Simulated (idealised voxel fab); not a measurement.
Process module in this document: voxel gate over fins
We display cut, a cross-section 255 nm in width whose square cells are each 5 nm.
Each cross-section below is a grid of square cells, stated as bands in top-down order, with one or more rows of cells making up each band.
A band entry consists of two parts. The first gives the height of the band's top and the height of its bottom, in nm. The rest lists the band's materials from left to right, each with its width in nm. A single material labelled with the word "everywhere" fills the band from edge to edge, and the word "empty" marks empty space.
Height 0 is the level under which the wafer as received is all one material. The lowest band goes on downwards, as in "z 0 and below".
You'd read "30 to 40" like this: the band's top row of cells is as wide as the first number, its bottom row is as wide as the second, and going down, every row changes width by the same amount as the row before did.
"no modification" -> step changed no cross-section cell.
"Closed internal voids" - sealed voids, min. 8 cells, no opening to top; format: width x height at distance (distance from left edge; nm throughout).
Where a step's line continues beyond its settings, the continuation is a remark by the simulator itself on that step.
overlay nm: for a step with a mask, the amount by which the mask lay right of where it was planned; a negative amount means left of it.
Note on reading: below, each pair holds a cross-section from before one process step and one from after it; the one from after shows only down to the lowest band that changed. Beneath the pair, the step in between is stated along with its settings. The pairs can stem from different runs of this module on the same starting wafer. Where a pair's entry headed "Structure before processing" says so, and only there, that pair continues from the pair above it.
**Structure before processing**
  z 15 to 10  empty (55), then TiAl (45), then empty (5), then TiAl (45), then empty (5), then TiAl (45), then empty (55)
  z 10 to 5  empty (55), then TiAl (5), then TiN (35), then TiAl (5), then empty (5), then TiAl (5), then TiN (35), then TiAl (5), then empty (5), then TiAl (5), then TiN (35), then TiAl (5), then empty (55)
  z 5 to 0  TiAl (60), then TiN (5), then HfO2 (25), then TiN (5), then TiAl (15), then TiN (5), then HfO2 (25), then TiN (5), then TiAl (15), then TiN (5), then HfO2 (25), then TiN (5), then TiAl (60)
  z 0 to -5  TiN (65), then HfO2 (5), then Si (15), then HfO2 (5), then TiN (25), then HfO2 (5), then Si (15), then HfO2 (5), then TiN (25), then HfO2 (5), then Si (15), then HfO2 (5), then TiN (65)
  z -5 to -10  HfO2 (70), then Si (15), then HfO2 (35), then Si (15), then HfO2 (35), then Si (15), then HfO2 (70)
  z -10 to -20  SiO2 (70), then Si (15), then SiO2 (35), then Si (15), then SiO2 (35), then Si (15), then SiO2 (70)
  z -20 to -25  TiN (70), then Si (15), then TiN (10), then SiO2 (15), then TiN (10), then Si (15), then TiN (35), then Si (15), then TiN (70)
  z -25 to -30  SiO2 (70), then Si (15), then SiO2 (35), then Si (15), then SiO2 (35), then Si (15), then SiO2 (70)
  z -30 and below  Si everywhere
  Closed internal voids: none
**After the Step**
  z 20 to 15  empty (50), then TiN (155), then empty (50)
  z 15 to 10  empty (50), then TiN (5), then TiAl (45), then TiN (5), then TiAl (45), then TiN (5), then TiAl (45), then TiN (5), then empty (50)
  z 10 to 5  TiN (55), then TiAl (5), then TiN (35), then TiAl (5), then TiN (5), then TiAl (5), then TiN (35), then TiAl (5), then TiN (5), then TiAl (5), then TiN (35), then TiAl (5), then TiN (55)
  Nothing below the height 5 has changed.
  Closed internal voids: none
Connecting step for the cross-sections above: CONFORMAL_DEP | material TiN | thk nm 5
Structure before processing: it's just the after picture from the pair right above this one.
**After the Step**
  z 35 to 20  W everywhere
  z 20 to 15  W (50), then TiN (155), then W (50)
  z 15 to 10  W (50), then TiN (5), then TiAl (45), then TiN (5), then TiAl (45), then TiN (5), then TiAl (45), then TiN (5), then W (50)
  Nothing below the height 10 has changed.
  Closed internal voids: none
Connecting step for the cross-sections above: FILL_DEP | material W | thk nm 15
Structure before processing: it's just the after picture from the pair right above this one.
**After the Step**
  z 30 to 20  W everywhere
  Nothing below the height 20 has changed.
  Closed internal voids: none
Connecting step for the cross-sections above: CMP | height nm 30
Structure before processing: it's just the after picture from the pair right above this one.
**After the Step**
  z 35 to 30  SiN everywhere
  Nothing below the height 30 has changed.
  Closed internal voids: none
Connecting step for the cross-sections above: CONFORMAL_DEP | material SiN | thk nm 5
